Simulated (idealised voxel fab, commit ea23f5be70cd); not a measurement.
Process module, titled voxel gate over fins
cross-section cut | 170 nm wide | cells 5 nm
A cross-section is a grid of square cells, given in bands from the top down. A band is one or more rows of cells. It is stipulated that each band's entry specify, in nanometres, the height of the top of the band and then that of its bottom, followed by the materials of the band in left-to-right sequence, each together with its width in nanometres. A single material marked by the word "everywhere" is understood to fill the band from edge to edge; the word "blank" is understood to denote empty space. Heights are expressed relative to 0, this being the level below which the as-received wafer comprises one material exclusively. The lowest band is unbounded in the downward direction and is denoted as in "from 0 down". Note: "30..40" means the width goes from the first number (top row of the band) to the second number (bottom row) in equal steps per row of cells. "remains unaltered" (step): cross-section cells unchanged, all of them. What "Closed internal cavities" gives you is every empty space of 8 cells or more that is cut off from the top. Each appears as width x height at distance, with the distance taken from the left edge and width, height and distance all in nm. Past the settings on a step's line: simulator remark, on that step. The optional step-line setting "overlay nm" applies to steps with a mask and quantifies how far to the right of its planned location the mask lay, a negative value indicating leftward placement.

Steps in the process plan:
step 1: op RECEIVE | material Si
step 2: op CONFORMAL_DEP | material SiN | thk nm 10
step 3: op DIRECTIONAL_DEP | material aC | thk nm 15
step 4: op PATTERN | tone cover | mask id FINS | material resist | width nm 15 | pitch nm 45 | thk nm 30 | overlay nm 0
step 5: op DIRECTIONAL_ETCH | etch materials aC | depth nm 15
step 6: op STRIP | etch materials resist
step 7: op DIRECTIONAL_ETCH | etch materials SiN | depth nm 10
step 8: op DIRECTIONAL_ETCH | etch materials Si | depth nm 40
step 9: op STRIP | etch materials aC
step 10: op FILL_DEP | material SiO2 | thk nm 10
step 11: op CMP | height nm 10
step 12: op SELECTIVE_ETCH | etch materials SiO2 | depth nm 25
step 13: op STRIP | etch materials SiN
step 14: op CONFORMAL_DEP | material HfO2 | thk nm 5
step 15: op CONFORMAL_DEP | material TiN | thk nm 5
step 16: op CONFORMAL_DEP | material TiAl | thk nm 5
step 17: op CONFORMAL_DEP | material TiN | thk nm 5
step 18: op FILL_DEP | material W | thk nm 15
step 19: op CMP | height nm 30
step 20: op CONFORMAL_DEP | material SiCN | thk nm 10

Concerning the first of two wafers, which was run in accordance with the plan:

Cross-section of the wafer upon arrival, representing the state reached after step 1:
    from 0 down | Si everywhere
    Closed internal cavities: none

Take a look at the wafer's cross-section after step 2:
    from 10 to 0 | SiN everywhere
    below 0: unchanged

Take a look at the wafer's cross-section after step 3:
    from 25 to 10 | aC everywhere
    below 10: unchanged

Take a look at the wafer's cross-section after step 4:
    from 55 to 25 | blank (55) | resist (15) | blank (30) | resist (15) | blank (55)
    below 25: unchanged

Take a look at the wafer's cross-section after step 5:
    from 40 to 25 | blank (55) | resist (15) | blank (30) | resist (15) | blank (55)
    from 25 to 10 | blank (55) | aC (15) | blank (30) | aC (15) | blank (55)
    below 10: unchanged

Take a look at the wafer's cross-section after step 6:
    from 25 to 10 | blank (55) | aC (15) | blank (30) | aC (15) | blank (55)
    below 10: unchanged

Take a look at the wafer's cross-section after step 7:
    from 25 to 10 | blank (55) | aC (15) | blank (30) | aC (15) | blank (55)
    from 10 to 0 | blank (55) | SiN (15) | blank (30) | SiN (15) | blank (55)
    below 0: unchanged

Take a look at the wafer's cross-section after step 8:
    from 25 to 10 | blank (55) | aC (15) | blank (30) | aC (15) | blank (55)
    from 10 to 0 | blank (55) | SiN (15) | blank (30) | SiN (15) | blank (55)
    from 0 to -40 | blank (55) | Si (15) | blank (30) | Si (15) | blank (55)
    below -40: unchanged

Take a look at the wafer's cross-section after step 9:
    from 10 to 0 | blank (55) | SiN (15) | blank (30) | SiN (15) | blank (55)
    below 0: unchanged

Take a look at the wafer's cross-section after step 10:
    from 20 to 10 | SiO2 everywhere
    from 10 to 0 | SiO2 (55) | SiN (15) | SiO2 (30) | SiN (15) | SiO2 (55)
    from 0 to -40 | SiO2 (55) | Si (15) | SiO2 (30) | Si (15) | SiO2 (55)
    below -40: unchanged

Take a look at the wafer's cross-section after step 11:
    from 10 to 0 | SiO2 (55) | SiN (15) | SiO2 (30) | SiN (15) | SiO2 (55)
    below 0: unchanged

Take a look at the wafer's cross-section after step 12:
    from 10 to 0 | blank (55) | SiN (15) | blank (30) | SiN (15) | blank (55)
    from 0 to -15 | blank (55) | Si (15) | blank (30) | Si (15) | blank (55)
    below -15: unchanged

Take a look at the wafer's cross-section after step 13:
    from 0 to -15 | blank (55) | Si (15) | blank (30) | Si (15) | blank (55)
    below -15: unchanged

Take a look at the wafer's cross-section after step 14:
    from 5 to 0 | blank (50) | HfO2 (25) | blank (20) | HfO2 (25) | blank (50)
    from 0 to -10 | blank (50) | HfO2 (5) | Si (15) | HfO2 (5) | blank (20) | HfO2 (5) | Si (15) | HfO2 (5) | blank (50)
    from -10 to -15 | HfO2 (55) | Si (15) | HfO2 (30) | Si (15) | HfO2 (55)
    below -15: unchanged

Take a look at the wafer's cross-section after step 15:
    from 10 to 5 | blank (45) | TiN (35) | blank (10) | TiN (35) | blank (45)
    from 5 to 0 | blank (45) | TiN (5) | HfO2 (25) | TiN (5) | blank (10) | TiN (5) | HfO2 (25) | TiN (5) | blank (45)
    from 0 to -5 | blank (45) | TiN (5) | HfO2 (5) | Si (15) | HfO2 (5) | TiN (5) | blank (10) | TiN (5) | HfO2 (5) | Si (15) | HfO2 (5) | TiN (5) | blank (45)
    from -5 to -10 | TiN (50) | HfO2 (5) | Si (15) | HfO2 (5) | TiN (20) | HfO2 (5) | Si (15) | HfO2 (5) | TiN (50)
    below -10: unchanged

Take a look at the wafer's cross-section after step 16:
    from 15 to 10 | blank (40) | TiAl (90) | blank (40)
    from 10 to 5 | blank (40) | TiAl (5) | TiN (35) | TiAl (10) | TiN (35) | TiAl (5) | blank (40)
    from 5 to 0 | blank (40) | TiAl (5) | TiN (5) | HfO2 (25) | TiN (5) | TiAl (10) | TiN (5) | HfO2 (25) | TiN (5) | TiAl (5) | blank (40)
    from 0 to -5 | TiAl (45) | TiN (5) | HfO2 (5) | Si (15) | HfO2 (5) | TiN (5) | TiAl (10) | TiN (5) | HfO2 (5) | Si (15) | HfO2 (5) | TiN (5) | TiAl (45)
    below -5: unchanged

Take a look at the wafer's cross-section after step 17:
    from 20 to 15 | blank (35) | TiN (100) | blank (35)
    from 15 to 10 | blank (35) | TiN (5) | TiAl (90) | TiN (5) | blank (35)
    from 10 to 5 | blank (35) | TiN (5) | TiAl (5) | TiN (35) | TiAl (10) | TiN (35) | TiAl (5) | TiN (5) | blank (35)
    from 5 to 0 | TiN (40) | TiAl (5) | TiN (5) | HfO2 (25) | TiN (5) | TiAl (10) | TiN (5) | HfO2 (25) | TiN (5) | TiAl (5) | TiN (40)
    below 0: unchanged

Take a look at the wafer's cross-section after step 18:
    from 35 to 20 | W everywhere
    from 20 to 15 | W (35) | TiN (100) | W (35)
    from 15 to 10 | W (35) | TiN (5) | TiAl (90) | TiN (5) | W (35)
    from 10 to 5 | W (35) | TiN (5) | TiAl (5) | TiN (35) | TiAl (10) | TiN (35) | TiAl (5) | TiN (5) | W (35)
    below 5: unchanged

Take a look at the wafer's cross-section after step 19:
    from 30 to 20 | W everywhere
    below 20: unchanged

Take a look at the wafer's cross-section after step 20:
    from 40 to 30 | SiCN everywhere
    below 30: unchanged

The second wafer: identical to the first at the outset and in its planned sequence, differing only in that one mistake was made during processing; up to and including step 15, its path is the first wafer's path:

Second wafer: cross-section at the scheduled end of step 16: remains unaltered

Second wafer: cross-section at the scheduled end of step 17:
    from 15 to 5 | blank (40) | TiN (90) | blank (40)
    from 5 to 0 | blank (40) | TiN (10) | HfO2 (25) | TiN (20) | HfO2 (25) | TiN (10) | blank (40)
    from 0 to -10 | TiN (50) | HfO2 (5) | Si (15) | HfO2 (5) | TiN (20) | HfO2 (5) | Si (15) | HfO2 (5) | TiN (50)
    below -10: unchanged

Second wafer: cross-section at the scheduled end of step 18:
    from 30 to 15 | W everywhere
    from 15 to 5 | W (40) | TiN (90) | W (40)
    from 5 to 0 | W (40) | TiN (10) | HfO2 (25) | TiN (20) | HfO2 (25) | TiN (10) | W (40)
    below 0: unchanged

Second wafer: cross-section at the scheduled end of step 19: remains unaltered

Second wafer: cross-section at the scheduled end of step 20:
    from 40 to 30 | SiCN everywhere
    below 30: unchanged
Finding, execution versus plan: it should be noted that step 16 of the plan was omitted and was not performed
Per the end-of-run cell counts, the second wafer holds more or fewer of some materials than the first: -46 TiAl; +6 TiN; +40 W
